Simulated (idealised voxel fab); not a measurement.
process module | voxel lift off
cross-section cut | 145 nm wide | cells 5 nm
A cross-section is a grid of square cells, given in bands from the top down. A band is one or more rows of cells.
Each band's line starts with the height of the band's top and of its bottom, in nm. Then come its materials from left to right, each with its width in nm. One material with "throughout" fills the band from edge to edge. "air" is empty space.
Height 0 is the level under which the wafer as received is all one material. The lowest band goes on downwards, as in "0 down".
A width such as "30 to 40" changes by the same amount from each row of cells to the next, from the band's top row to its bottom row.
"no change" after a step means that no cell of the cross-section changed.
closed voids: empty space of 8 cells or more with no open way to the top, each as width x height at its distance from the left edge, in nm
after a step's settings: what the simulator itself notes on the step
overlay nm, on a step with a mask: how far to the right of its planned place the mask lay; to the left if negative
plan
1 op RECEIVE | material Si
2 op CONFORMAL_DEP | material SiO2 | thk nm 15
3 op PATTERN | tone open | mask id LINES | material resist | width nm 20 | pitch nm 50 | thk nm 20 | overlay nm 0
4 op DIRECTIONAL_DEP | material Ru | thk nm 10
5 op STRIP | etch materials resist
6 op CONFORMAL_DEP | material SiN | thk nm 10
first wafer, as planned
as received, after step 1
  0 down: Si throughout
  closed voids: none
after step 2
  15 to 0: SiO2 throughout
  below 0: unchanged
after step 3
  35 to 15: resist 35 | air 20 | resist 30 | air 20 | resist 40
  below 15: unchanged
after step 4
  45 to 35: Ru 35 | air 20 | Ru 30 | air 20 | Ru 40
  35 to 25: resist 35 | air 20 | resist 30 | air 20 | resist 40
  25 to 15: resist 35 | Ru 20 | resist 30 | Ru 20 | resist 40
  below 15: unchanged
after step 5
  25 to 15: air 35 | Ru 20 | air 30 | Ru 20 | air 40
  below 15: unchanged
after step 6
  35 to 25: air 25 | SiN 40 | air 10 | SiN 40 | air 30
  25 to 15: SiN 35 | Ru 20 | SiN 30 | Ru 20 | SiN 40
  below 15: unchanged
second wafer: like start, like plan, one mistake. Through step 2 it matches the first wafer
when step 3 should have ended
  35 to 15: air 35 | resist 20 | air 30 | resist 20 | air 40
  below 15: unchanged
when step 4 should have ended
  45 to 35: air 35 | Ru 20 | air 30 | Ru 20 | air 40
  35 to 25: air 35 | resist 20 | air 30 | resist 20 | air 40
  25 to 15: Ru 35 | resist 20 | Ru 30 | resist 20 | Ru 40
  below 15: unchanged
when step 5 should have ended
  25 to 15: Ru 35 | air 20 | Ru 30 | air 20 | Ru 40
  below 15: unchanged
when step 6 should have ended
  35 to 25: SiN throughout
  25 to 15: Ru 35 | SiN 20 | Ru 30 | SiN 20 | Ru 40
  below 15: unchanged
what went wrong: step 3 ran as: op PATTERN | tone cover | mask id LINES | material resist | width nm 20 | pitch nm 50 | thk nm 20 | overlay nm 0
at the end the second wafer has, in cells: 26 more of Ru
